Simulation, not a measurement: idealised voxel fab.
process module | voxel lift off
cross-section cut | 205 nm wide | cells 5 nm
A cross-section is a grid of square cells, given in bands from the top down. A band is one or more rows of cells.
Each band's line starts with the height of the band's top and of its bottom, in nm. Then come its materials from left to right, each with its width in nm. One material with "throughout" fills the band from edge to edge. "air" is empty space.
Height 0 is the level under which the wafer as received is all one material. The lowest band goes on downwards, as in "0 down".
A width such as "30 to 40" changes by the same amount from each row of cells to the next, from the band's top row to its bottom row.
"no change" after a step means that no cell of the cross-section changed.
closed voids: empty space of 8 cells or more with no open way to the top, each as width x height at its distance from the left edge, in nm
after a step's settings: what the simulator itself notes on the step
overlay nm, on a step with a mask: how far to the right of its planned place the mask lay; to the left if negative
plan
1 op RECEIVE | material Si
2 op CONFORMAL_DEP | material SiN | thk nm 15
3 op PATTERN | tone open | mask id LINES | material resist | width nm 15 | pitch nm 40 | thk nm 25 | overlay nm 0
4 op DIRECTIONAL_DEP | material Ru | thk nm 15
5 op STRIP | etch materials resist
6 op CONFORMAL_DEP | material SiN | thk nm 10
first wafer, as planned
as received, after step 1
  0 down: Si throughout
  closed voids: none
after step 2
  15 to 0: SiN throughout
  below 0: unchanged
after step 3
  40 to 15: resist 55 | air 15 | resist 25 | air 15 | resist 25 | air 15 | resist 55
  below 15: unchanged
after step 4
  55 to 40: Ru 55 | air 15 | Ru 25 | air 15 | Ru 25 | air 15 | Ru 55
  40 to 30: resist 55 | air 15 | resist 25 | air 15 | resist 25 | air 15 | resist 55
  30 to 15: resist 55 | Ru 15 | resist 25 | Ru 15 | resist 25 | Ru 15 | resist 55
  below 15: unchanged
after step 5
  30 to 15: air 55 | Ru 15 | air 25 | Ru 15 | air 25 | Ru 15 | air 55
  below 15: unchanged
after step 6
  40 to 30: air 45 | SiN 35 | air 5 | SiN 35 | air 5 | SiN 35 | air 45
  30 to 25: air 45 | SiN 10 | Ru 15 | SiN 10 | air 5 | SiN 10 | Ru 15 | SiN 10 | air 5 | SiN 10 | Ru 15 | SiN 10 | air 45
  25 to 15: SiN 55 | Ru 15 | SiN 25 | Ru 15 | SiN 25 | Ru 15 | SiN 55
  below 15: unchanged
second wafer: like start, like plan, one mistake. Through step 5 it matches the first wafer
when step 6 should have ended
  40 to 25: air 45 | Ru 35 | air 5 | Ru 35 | air 5 | Ru 35 | air 45
  25 to 15: Ru throughout
  below 15: unchanged
what went wrong: step 6 ran as: op CONFORMAL_DEP | material Ru | thk nm 10
at the end the second wafer has, in cells: 118 more of Ru | 118 fewer of SiN
